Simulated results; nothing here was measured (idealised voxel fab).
Name of the process module below: voxel self aligned vias
The cross-section on display is named cut; it measures 190 nm wide, and its cells are 5 nm squares.
A cross-section in this document is a grid of square cells, and it is written down as bands, the top band listed before the ones below it; a band is made up of one or more rows of cells. The entry gives the band's vertical extent as a top height and a bottom height in nm, then its horizontal make-up as materials from left to right, each with a width in nm. "blank" stands for empty space; a single material marked "throughout" fills the band edge to edge. Heights from 0 (as-received wafer is one material below). Bottom band endless downward, as "top 0, no bottom". The notation "30..40" denotes a width that varies across the rows of cells in the band, beginning at the first number in the top row, finishing at the second number in the bottom row, and changing by an identical amount from each row to the next. The designation "same as before", where it is given for a processing step, indicates that no cell of the cross-section was altered in the course of that step. Closed empty spaces (no open way to the top) of 8 cells or more are what "Closed voids list" lists, each as width x height at distance from the left edge, nm for all three. Anything after a step's settings on that line? It's the simulator's own note about the step. "overlay nm", when on a step's line for a step with a mask, measures how far to the right of its planned place the mask lay; a negative measure means to the left.

## Intended process steps
1 RECEIVE,material Si
2 CONFORMAL_DEP,material SiO2,thk nm 10
3 CONFORMAL_DEP,material SiCN,thk nm 5
4 DIRECTIONAL_DEP,material SiO2,thk nm 25
5 PATTERN,tone open,mask id LINES,material resist,width nm 25,pitch nm 70,thk nm 15,overlay nm 0
6 DIRECTIONAL_ETCH,etch materials SiO2,depth nm 25
7 STRIP,etch materials resist
8 CONFORMAL_DEP,material TiN,thk nm 5
9 FILL_DEP,material W,thk nm 10
10 CMP,height nm 40
11 SELECTIVE_ETCH,etch materials W Ru TiN,depth nm 5
12 FILL_DEP,material SiN,thk nm 5
13 CMP,height nm 40
14 DIRECTIONAL_DEP,material SiO2,thk nm 20
15 MASKED_ETCH,tone open,mask id VIAS,width nm 45,etch materials SiO2,depth nm 20,overlay nm 0
16 MASKED_ETCH,tone open,mask id VIAS,width nm 45,etch materials SiN,depth nm 5,overlay nm 0
17 CONFORMAL_DEP,material TiN,thk nm 5
18 FILL_DEP,material Ru,thk nm 5
19 CMP,height nm 60
20 CONFORMAL_DEP,material SiCN,thk nm 5

## The first wafer of two, processed as planned

## Cross-section of the wafer upon arrival, representing the state reached after step 1
	top 0, no bottom  Si throughout
	Closed voids list: none

## After step 2, in cross-section
	top 10, bottom 0  SiO2 throughout
	Under 0: no change, same as before.

## After step 3, in cross-section
	top 15, bottom 10  SiCN throughout
	Under 10: no change, same as before.

## After step 4, in cross-section
	top 40, bottom 15  SiO2 throughout
	Under 15: no change, same as before.

## After step 5, in cross-section
	top 55, bottom 40  resist 45 nm, then blank 25 nm, then resist 45 nm, then blank 25 nm, then resist 50 nm
	Under 40: no change, same as before.

## After step 6, in cross-section
	top 55, bottom 40  resist 45 nm, then blank 25 nm, then resist 45 nm, then blank 25 nm, then resist 50 nm
	top 40, bottom 15  SiO2 45 nm, then blank 25 nm, then SiO2 45 nm, then blank 25 nm, then SiO2 50 nm
	Under 15: no change, same as before.

## After step 7, in cross-section
	top 40, bottom 15  SiO2 45 nm, then blank 25 nm, then SiO2 45 nm, then blank 25 nm, then SiO2 50 nm
	Under 15: no change, same as before.

## After step 8, in cross-section
	top 45, bottom 40  TiN 50 nm, then blank 15 nm, then TiN 55 nm, then blank 15 nm, then TiN 55 nm
	top 40, bottom 20  SiO2 45 nm, then TiN 5 nm, then blank 15 nm, then TiN 5 nm, then SiO2 45 nm, then TiN 5 nm, then blank 15 nm, then TiN 5 nm, then SiO2 50 nm
	top 20, bottom 15  SiO2 45 nm, then TiN 25 nm, then SiO2 45 nm, then TiN 25 nm, then SiO2 50 nm
	Under 15: no change, same as before.

## After step 9, in cross-section
	top 55, bottom 45  W throughout
	top 45, bottom 40  TiN 50 nm, then W 15 nm, then TiN 55 nm, then W 15 nm, then TiN 55 nm
	top 40, bottom 20  SiO2 45 nm, then TiN 5 nm, then W 15 nm, then TiN 5 nm, then SiO2 45 nm, then TiN 5 nm, then W 15 nm, then TiN 5 nm, then SiO2 50 nm
	Under 20: no change, same as before.

## After step 10, in cross-section
	top 40, bottom 20  SiO2 45 nm, then TiN 5 nm, then W 15 nm, then TiN 5 nm, then SiO2 45 nm, then TiN 5 nm, then W 15 nm, then TiN 5 nm, then SiO2 50 nm
	Under 20: no change, same as before.

## After step 11, in cross-section
	top 40, bottom 35  SiO2 45 nm, then blank 25 nm, then SiO2 45 nm, then blank 25 nm, then SiO2 50 nm
	Under 35: no change, same as before.

## After step 12, in cross-section
	top 45, bottom 40  SiN throughout
	top 40, bottom 35  SiO2 45 nm, then SiN 25 nm, then SiO2 45 nm, then SiN 25 nm, then SiO2 50 nm
	Under 35: no change, same as before.

## After step 13, in cross-section
	top 40, bottom 35  SiO2 45 nm, then SiN 25 nm, then SiO2 45 nm, then SiN 25 nm, then SiO2 50 nm
	Under 35: no change, same as before.

## After step 14, in cross-section
	top 60, bottom 40  SiO2 throughout
	Under 40: no change, same as before.

## After step 15, in cross-section
	top 60, bottom 40  SiO2 35 nm, then blank 45 nm, then SiO2 110 nm
	Under 40: no change, same as before.

## After step 16, in cross-section
	top 60, bottom 40  SiO2 35 nm, then blank 45 nm, then SiO2 110 nm
	top 40, bottom 35  SiO2 45 nm, then blank 25 nm, then SiO2 45 nm, then SiN 25 nm, then SiO2 50 nm
	Under 35: no change, same as before.

## After step 17, in cross-section
	top 65, bottom 60  TiN 40 nm, then blank 35 nm, then TiN 115 nm
	top 60, bottom 45  SiO2 35 nm, then TiN 5 nm, then blank 35 nm, then TiN 5 nm, then SiO2 110 nm
	top 45, bottom 40  SiO2 35 nm, then TiN 15 nm, then blank 15 nm, then TiN 15 nm, then SiO2 110 nm
	top 40, bottom 35  SiO2 45 nm, then TiN 25 nm, then SiO2 45 nm, then SiN 25 nm, then SiO2 50 nm
	Under 35: no change, same as before.

## After step 18, in cross-section
	top 70, bottom 65  Ru throughout
	top 65, bottom 60  TiN 40 nm, then Ru 35 nm, then TiN 115 nm
	top 60, bottom 45  SiO2 35 nm, then TiN 5 nm, then Ru 35 nm, then TiN 5 nm, then SiO2 110 nm
	top 45, bottom 40  SiO2 35 nm, then TiN 15 nm, then Ru 15 nm, then TiN 15 nm, then SiO2 110 nm
	Under 40: no change, same as before.

## After step 19, in cross-section
	top 60, bottom 45  SiO2 35 nm, then TiN 5 nm, then Ru 35 nm, then TiN 5 nm, then SiO2 110 nm
	Under 45: no change, same as before.

## After step 20, in cross-section
	top 65, bottom 60  SiCN throughout
	Under 60: no change, same as before.

## Okay, second wafer. Nothing different at the start, nothing different in the plan, just one mistake somewhere in the running. As far as step 14, counting that step, it's the first wafer all over again

## Second wafer, section view, time point: scheduled end of step 15
	top 60, bottom 40  SiO2 40 nm, then blank 40 nm, then SiO2 110 nm
	Under 40: no change, same as before.

## Second wafer, section view, time point: scheduled end of step 16
	top 60, bottom 40  SiO2 40 nm, then blank 40 nm, then SiO2 110 nm
	top 40, bottom 35  SiO2 45 nm, then blank 25 nm, then SiO2 45 nm, then SiN 25 nm, then SiO2 50 nm
	Under 35: no change, same as before.

## Second wafer, section view, time point: scheduled end of step 17
	top 65, bottom 60  TiN 45 nm, then blank 30 nm, then TiN 115 nm
	top 60, bottom 45  SiO2 40 nm, then TiN 5 nm, then blank 30 nm, then TiN 5 nm, then SiO2 110 nm
	top 45, bottom 40  SiO2 40 nm, then TiN 10 nm, then blank 15 nm, then TiN 15 nm, then SiO2 110 nm
	top 40, bottom 35  SiO2 45 nm, then TiN 25 nm, then SiO2 45 nm, then SiN 25 nm, then SiO2 50 nm
	Under 35: no change, same as before.

## Second wafer, section view, time point: scheduled end of step 18
	top 70, bottom 65  Ru throughout
	top 65, bottom 60  TiN 45 nm, then Ru 30 nm, then TiN 115 nm
	top 60, bottom 45  SiO2 40 nm, then TiN 5 nm, then Ru 30 nm, then TiN 5 nm, then SiO2 110 nm
	top 45, bottom 40  SiO2 40 nm, then TiN 10 nm, then Ru 15 nm, then TiN 15 nm, then SiO2 110 nm
	Under 40: no change, same as before.

## Second wafer, section view, time point: scheduled end of step 19
	top 60, bottom 45  SiO2 40 nm, then TiN 5 nm, then Ru 30 nm, then TiN 5 nm, then SiO2 110 nm
	Under 45: no change, same as before.

## Second wafer, section view, time point: scheduled end of step 20
	top 65, bottom 60  SiCN throughout
	Under 60: no change, same as before.
Against the plan, the run slipped here: planned and actual differ for step 15; actual: MASKED_ETCH,tone open,mask id VIAS,width nm 40,etch materials SiO2,depth nm 20,overlay nm 0
In the final state, the cell counts of the second wafer exceed or fall short of those of the first for the following materials: -3 Ru, +4 SiO2, -1 TiN
